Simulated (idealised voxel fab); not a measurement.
process module | voxel gate over fins
cross-section cut | 185 nm wide | cells 5 nm
A cross-section is a grid of square cells, given in bands from the top down. A band is one or more rows of cells.
Each band's line starts with the height of the band's top and of its bottom, in nm. Then come its materials from left to right, each with its width in nm. One material with "throughout" fills the band from edge to edge. "air" is empty space.
Height 0 is the level under which the wafer as received is all one material. The lowest band goes on downwards, as in "0 down".
A width such as "30 to 40" changes by the same amount from each row of cells to the next, from the band's top row to its bottom row.
"no change" after a step means that no cell of the cross-section changed.
closed voids: empty space of 8 cells or more with no open way to the top, each as width x height at its distance from the left edge, in nm
after a step's settings: what the simulator itself notes on the step
overlay nm, on a step with a mask: how far to the right of its planned place the mask lay; to the left if negative
plan
1 op RECEIVE | material Si
2 op CONFORMAL_DEP | material SiN | thk nm 5
3 op DIRECTIONAL_DEP | material aC | thk nm 10
4 op PATTERN | tone cover | mask id FINS | material resist | width nm 15 | pitch nm 60 | thk nm 25 | overlay nm 0
5 op DIRECTIONAL_ETCH | etch materials aC | depth nm 10
6 op STRIP | etch materials resist
7 op DIRECTIONAL_ETCH | etch materials SiN | depth nm 5
8 op DIRECTIONAL_ETCH | etch materials Si | depth nm 40
9 op STRIP | etch materials aC
10 op FILL_DEP | material SiO2 | thk nm 10
11 op CMP | height nm 5
12 op PATTERN | tone open | mask id RAIL | material resist | width nm 15 | thk nm 20 | overlay nm 0
13 op DIRECTIONAL_ETCH | etch materials SiO2 | depth nm 40
14 op STRIP | etch materials resist
15 op CONFORMAL_DEP | material TiN | thk nm 5
16 op FILL_DEP | material Ru | thk nm 5
17 op CMP | height nm 5
18 op SELECTIVE_ETCH | etch materials W Ru TiN | depth nm 30
19 op FILL_DEP | material SiO2 | thk nm 5
20 op CMP | height nm 5
21 op SELECTIVE_ETCH | etch materials SiO2 | depth nm 20
22 op STRIP | etch materials SiN
23 op CONFORMAL_DEP | material HfO2 | thk nm 5
24 op CONFORMAL_DEP | material TiN | thk nm 5
25 op FILL_DEP | material W | thk nm 15
26 op CMP | height nm 20
27 op CONFORMAL_DEP | material SiN | thk nm 10
first wafer, as planned
as received, after step 1
  0 down: Si throughout
  closed voids: none
after step 2
  5 to 0: SiN throughout
  below 0: unchanged
after step 3
  15 to 5: aC throughout
  below 5: unchanged
after step 4
  40 to 15: air 55 | resist 15 | air 45 | resist 15 | air 55
  below 15: unchanged
after step 5
  30 to 15: air 55 | resist 15 | air 45 | resist 15 | air 55
  15 to 5: air 55 | aC 15 | air 45 | aC 15 | air 55
  below 5: unchanged
after step 6
  15 to 5: air 55 | aC 15 | air 45 | aC 15 | air 55
  below 5: unchanged
after step 7
  15 to 5: air 55 | aC 15 | air 45 | aC 15 | air 55
  5 to 0: air 55 | SiN 15 | air 45 | SiN 15 | air 55
  below 0: unchanged
after step 8
  15 to 5: air 55 | aC 15 | air 45 | aC 15 | air 55
  5 to 0: air 55 | SiN 15 | air 45 | SiN 15 | air 55
  0 to -40: air 55 | Si 15 | air 45 | Si 15 | air 55
  below -40: unchanged
after step 9
  5 to 0: air 55 | SiN 15 | air 45 | SiN 15 | air 55
  below 0: unchanged
after step 10
  15 to 5: SiO2 throughout
  5 to 0: SiO2 55 | SiN 15 | SiO2 45 | SiN 15 | SiO2 55
  0 to -40: SiO2 55 | Si 15 | SiO2 45 | Si 15 | SiO2 55
  below -40: unchanged
after step 11
  5 to 0: SiO2 55 | SiN 15 | SiO2 45 | SiN 15 | SiO2 55
  below 0: unchanged
after step 12
  25 to 5: resist 85 | air 15 | resist 85
  below 5: unchanged
after step 13
  25 to 5: resist 85 | air 15 | resist 85
  5 to 0: SiO2 55 | SiN 15 | SiO2 15 | air 15 | SiO2 15 | SiN 15 | SiO2 55
  0 to -35: SiO2 55 | Si 15 | SiO2 15 | air 15 | SiO2 15 | Si 15 | SiO2 55
  below -35: unchanged
after step 14
  5 to 0: SiO2 55 | SiN 15 | SiO2 15 | air 15 | SiO2 15 | SiN 15 | SiO2 55
  below 0: unchanged
after step 15
  10 to 5: TiN 90 | air 5 | TiN 90
  5 to 0: SiO2 55 | SiN 15 | SiO2 15 | TiN 5 | air 5 | TiN 5 | SiO2 15 | SiN 15 | SiO2 55
  0 to -30: SiO2 55 | Si 15 | SiO2 15 | TiN 5 | air 5 | TiN 5 | SiO2 15 | Si 15 | SiO2 55
  -30 to -35: SiO2 55 | Si 15 | SiO2 15 | TiN 15 | SiO2 15 | Si 15 | SiO2 55
  below -35: unchanged
after step 16
  15 to 10: Ru throughout
  10 to 5: TiN 90 | Ru 5 | TiN 90
  5 to 0: SiO2 55 | SiN 15 | SiO2 15 | TiN 5 | Ru 5 | TiN 5 | SiO2 15 | SiN 15 | SiO2 55
  0 to -30: SiO2 55 | Si 15 | SiO2 15 | TiN 5 | Ru 5 | TiN 5 | SiO2 15 | Si 15 | SiO2 55
  below -30: unchanged
after step 17
  5 to 0: SiO2 55 | SiN 15 | SiO2 15 | TiN 5 | Ru 5 | TiN 5 | SiO2 15 | SiN 15 | SiO2 55
  below 0: unchanged
after step 18
  5 to 0: SiO2 55 | SiN 15 | SiO2 15 | air 15 | SiO2 15 | SiN 15 | SiO2 55
  0 to -25: SiO2 55 | Si 15 | SiO2 15 | air 15 | SiO2 15 | Si 15 | SiO2 55
  below -25: unchanged
after step 19
  10 to 5: SiO2 throughout
  5 to 0: SiO2 55 | SiN 15 | SiO2 45 | SiN 15 | SiO2 55
  0 to -25: SiO2 55 | Si 15 | SiO2 45 | Si 15 | SiO2 55
  below -25: unchanged
after step 20
  5 to 0: SiO2 55 | SiN 15 | SiO2 45 | SiN 15 | SiO2 55
  below 0: unchanged
after step 21
  5 to 0: air 55 | SiN 15 | air 45 | SiN 15 | air 55
  0 to -15: air 55 | Si 15 | air 45 | Si 15 | air 55
  below -15: unchanged
after step 22
  0 to -15: air 55 | Si 15 | air 45 | Si 15 | air 55
  below -15: unchanged
after step 23
  5 to 0: air 50 | HfO2 25 | air 35 | HfO2 25 | air 50
  0 to -10: air 50 | HfO2 5 | Si 15 | HfO2 5 | air 35 | HfO2 5 | Si 15 | HfO2 5 | air 50
  -10 to -15: HfO2 55 | Si 15 | HfO2 45 | Si 15 | HfO2 55
  below -15: unchanged
after step 24
  10 to 5: air 45 | TiN 35 | air 25 | TiN 35 | air 45
  5 to 0: air 45 | TiN 5 | HfO2 25 | TiN 5 | air 25 | TiN 5 | HfO2 25 | TiN 5 | air 45
  0 to -5: air 45 | TiN 5 | HfO2 5 | Si 15 | HfO2 5 | TiN 5 | air 25 | TiN 5 | HfO2 5 | Si 15 | HfO2 5 | TiN 5 | air 45
  -5 to -10: TiN 50 | HfO2 5 | Si 15 | HfO2 5 | TiN 35 | HfO2 5 | Si 15 | HfO2 5 | TiN 50
  below -10: unchanged
after step 25
  25 to 10: W throughout
  10 to 5: W 45 | TiN 35 | W 25 | TiN 35 | W 45
  5 to 0: W 45 | TiN 5 | HfO2 25 | TiN 5 | W 25 | TiN 5 | HfO2 25 | TiN 5 | W 45
  0 to -5: W 45 | TiN 5 | HfO2 5 | Si 15 | HfO2 5 | TiN 5 | W 25 | TiN 5 | HfO2 5 | Si 15 | HfO2 5 | TiN 5 | W 45
  below -5: unchanged
after step 26
  20 to 10: W throughout
  below 10: unchanged
after step 27
  30 to 20: SiN throughout
  below 20: unchanged
second wafer: like start, like plan, one mistake. Through step 3 it matches the first wafer
when step 4 should have ended
  40 to 15: air 55 | resist 20 | air 40 | resist 20 | air 50
  below 15: unchanged
when step 5 should have ended
  30 to 15: air 55 | resist 20 | air 40 | resist 20 | air 50
  15 to 5: air 55 | aC 20 | air 40 | aC 20 | air 50
  below 5: unchanged
when step 6 should have ended
  15 to 5: air 55 | aC 20 | air 40 | aC 20 | air 50
  below 5: unchanged
when step 7 should have ended
  15 to 5: air 55 | aC 20 | air 40 | aC 20 | air 50
  5 to 0: air 55 | SiN 20 | air 40 | SiN 20 | air 50
  below 0: unchanged
when step 8 should have ended
  15 to 5: air 55 | aC 20 | air 40 | aC 20 | air 50
  5 to 0: air 55 | SiN 20 | air 40 | SiN 20 | air 50
  0 to -40: air 55 | Si 20 | air 40 | Si 20 | air 50
  below -40: unchanged
when step 9 should have ended
  5 to 0: air 55 | SiN 20 | air 40 | SiN 20 | air 50
  below 0: unchanged
when step 10 should have ended
  15 to 5: SiO2 throughout
  5 to 0: SiO2 55 | SiN 20 | SiO2 40 | SiN 20 | SiO2 50
  0 to -40: SiO2 55 | Si 20 | SiO2 40 | Si 20 | SiO2 50
  below -40: unchanged
when step 11 should have ended
  5 to 0: SiO2 55 | SiN 20 | SiO2 40 | SiN 20 | SiO2 50
  below 0: unchanged
when step 12 should have ended
  25 to 5: resist 85 | air 15 | resist 85
  below 5: unchanged
when step 13 should have ended
  25 to 5: resist 85 | air 15 | resist 85
  5 to 0: SiO2 55 | SiN 20 | SiO2 10 | air 15 | SiO2 15 | SiN 20 | SiO2 50
  0 to -35: SiO2 55 | Si 20 | SiO2 10 | air 15 | SiO2 15 | Si 20 | SiO2 50
  below -35: unchanged
when step 14 should have ended
  5 to 0: SiO2 55 | SiN 20 | SiO2 10 | air 15 | SiO2 15 | SiN 20 | SiO2 50
  below 0: unchanged
when step 15 should have ended
  10 to 5: TiN 90 | air 5 | TiN 90
  5 to 0: SiO2 55 | SiN 20 | SiO2 10 | TiN 5 | air 5 | TiN 5 | SiO2 15 | SiN 20 | SiO2 50
  0 to -30: SiO2 55 | Si 20 | SiO2 10 | TiN 5 | air 5 | TiN 5 | SiO2 15 | Si 20 | SiO2 50
  -30 to -35: SiO2 55 | Si 20 | SiO2 10 | TiN 15 | SiO2 15 | Si 20 | SiO2 50
  below -35: unchanged
when step 16 should have ended
  15 to 10: Ru throughout
  10 to 5: TiN 90 | Ru 5 | TiN 90
  5 to 0: SiO2 55 | SiN 20 | SiO2 10 | TiN 5 | Ru 5 | TiN 5 | SiO2 15 | SiN 20 | SiO2 50
  0 to -30: SiO2 55 | Si 20 | SiO2 10 | TiN 5 | Ru 5 | TiN 5 | SiO2 15 | Si 20 | SiO2 50
  below -30: unchanged
when step 17 should have ended
  5 to 0: SiO2 55 | SiN 20 | SiO2 10 | TiN 5 | Ru 5 | TiN 5 | SiO2 15 | SiN 20 | SiO2 50
  below 0: unchanged
when step 18 should have ended
  5 to 0: SiO2 55 | SiN 20 | SiO2 10 | air 15 | SiO2 15 | SiN 20 | SiO2 50
  0 to -25: SiO2 55 | Si 20 | SiO2 10 | air 15 | SiO2 15 | Si 20 | SiO2 50
  below -25: unchanged
when step 19 should have ended
  10 to 5: SiO2 throughout
  5 to 0: SiO2 55 | SiN 20 | SiO2 40 | SiN 20 | SiO2 50
  0 to -25: SiO2 55 | Si 20 | SiO2 40 | Si 20 | SiO2 50
  below -25: unchanged
when step 20 should have ended
  5 to 0: SiO2 55 | SiN 20 | SiO2 40 | SiN 20 | SiO2 50
  below 0: unchanged
when step 21 should have ended
  5 to 0: air 55 | SiN 20 | air 40 | SiN 20 | air 50
  0 to -15: air 55 | Si 20 | air 40 | Si 20 | air 50
  below -15: unchanged
when step 22 should have ended
  0 to -15: air 55 | Si 20 | air 40 | Si 20 | air 50
  below -15: unchanged
when step 23 should have ended
  5 to 0: air 50 | HfO2 30 | air 30 | HfO2 30 | air 45
  0 to -10: air 50 | HfO2 5 | Si 20 | HfO2 5 | air 30 | HfO2 5 | Si 20 | HfO2 5 | air 45
  -10 to -15: HfO2 55 | Si 20 | HfO2 40 | Si 20 | HfO2 50
  below -15: unchanged
when step 24 should have ended
  10 to 5: air 45 | TiN 40 | air 20 | TiN 40 | air 40
  5 to 0: air 45 | TiN 5 | HfO2 30 | TiN 5 | air 20 | TiN 5 | HfO2 30 | TiN 5 | air 40
  0 to -5: air 45 | TiN 5 | HfO2 5 | Si 20 | HfO2 5 | TiN 5 | air 20 | TiN 5 | HfO2 5 | Si 20 | HfO2 5 | TiN 5 | air 40
  -5 to -10: TiN 50 | HfO2 5 | Si 20 | HfO2 5 | TiN 30 | HfO2 5 | Si 20 | HfO2 5 | TiN 45
  below -10: unchanged
when step 25 should have ended
  25 to 10: W throughout
  10 to 5: W 45 | TiN 40 | W 20 | TiN 40 | W 40
  5 to 0: W 45 | TiN 5 | HfO2 30 | TiN 5 | W 20 | TiN 5 | HfO2 30 | TiN 5 | W 40
  0 to -5: W 45 | TiN 5 | HfO2 5 | Si 20 | HfO2 5 | TiN 5 | W 20 | TiN 5 | HfO2 5 | Si 20 | HfO2 5 | TiN 5 | W 40
  below -5: unchanged
when step 26 should have ended
  20 to 10: W throughout
  below 10: unchanged
when step 27 should have ended
  30 to 20: SiN throughout
  below 20: unchanged
what went wrong: step 4 ran as: op PATTERN | tone cover | mask id FINS | material resist | width nm 20 | pitch nm 60 | thk nm 25 | overlay nm 0
at the end the second wafer has, in cells: 16 more of Si | 10 fewer of SiO2 | 6 fewer of W
